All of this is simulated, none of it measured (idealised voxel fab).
voxel plated lines: a process module
This is section cut - it's 290 nm across, gridded in 5 nm square cells.
A cross-section is a grid of square cells, given in bands from the top down. A band is one or more rows of cells. The band entry comprises the height of the band's top followed by the height of its bottom, expressed in nm, and subsequently the band's materials from left to right, each stated together with its width in nm. Where a single material is marked with the word "edge to edge", that material fills the band from edge to edge. The word "blank" represents empty space. Where do heights start? At 0: under that level the wafer as delivered is made of one material only. And the lowest band has no floor; it just carries on downward, as in "from 0 down". A two-number width, for instance "30->40", indicates that the width is equal to the first number in the top row of the band and to the second number in the bottom row, and that it changes by a constant amount per row of cells. Basically "identical to before" means that step didn't change any cell in the cross-section. "Enclosed cavity list": sealed empty spaces, 8 cells or more, no open way to top, listed width x height at distance, with distance from the left edge and width, height and distance in nm. The remark found on a step's line after its settings is issued by the simulator itself and pertains to that step. The "overlay nm" setting may appear on a step's line; for a step that uses a mask, it gives how far to the right of its planned position the mask lay, and a negative value indicates the left.
[So here's the lineup of process steps we planned]
1) RECEIVE (material Si)
2) CONFORMAL_DEP (material Al2O3; thk nm 5)
3) DIRECTIONAL_DEP (material TiN; thk nm 5)
4) PATTERN (tone open; mask id LINES; material resist; width nm 20; pitch nm 55; thk nm 35; overlay nm 0)
5) EPI (material Ru; thk nm 10)
6) EPI (material Ru; thk nm 5)
7) EPI (material Ru; thk nm 10)
8) STRIP (etch materials resist)
9) DIRECTIONAL_ETCH (etch materials TiN; depth nm 5)
10) CONFORMAL_DEP (material SiCN; thk nm 10)
Where the wafers of this document differ is in the width nm of step 4; they start out the same, and the plan states the value that applied to the first wafer.
[After step 1, as received: first of several wafers, cross-section]
from 0 down: Si edge to edge
Enclosed cavity list: none
[wafer rows; end of module; cells per material since receipt: (+) gained, (-) lost; then closed voids]
width nm 20, +58 Al2O3, +80 Ru, +212 SiCN, +16 TiN, Enclosed cavity list: none
width nm 25, +58 Al2O3, +100 Ru, +212 SiCN, +20 TiN, Enclosed cavity list: none
width nm 30, +58 Al2O3, +120 Ru, +212 SiCN, +24 TiN, Enclosed cavity list: none
width nm 35, +58 Al2O3, +140 Ru, +212 SiCN, +28 TiN, Enclosed cavity list: none
width nm 40, +58 Al2O3, +160 Ru, +194 SiCN, +32 TiN, Enclosed cavity list: none
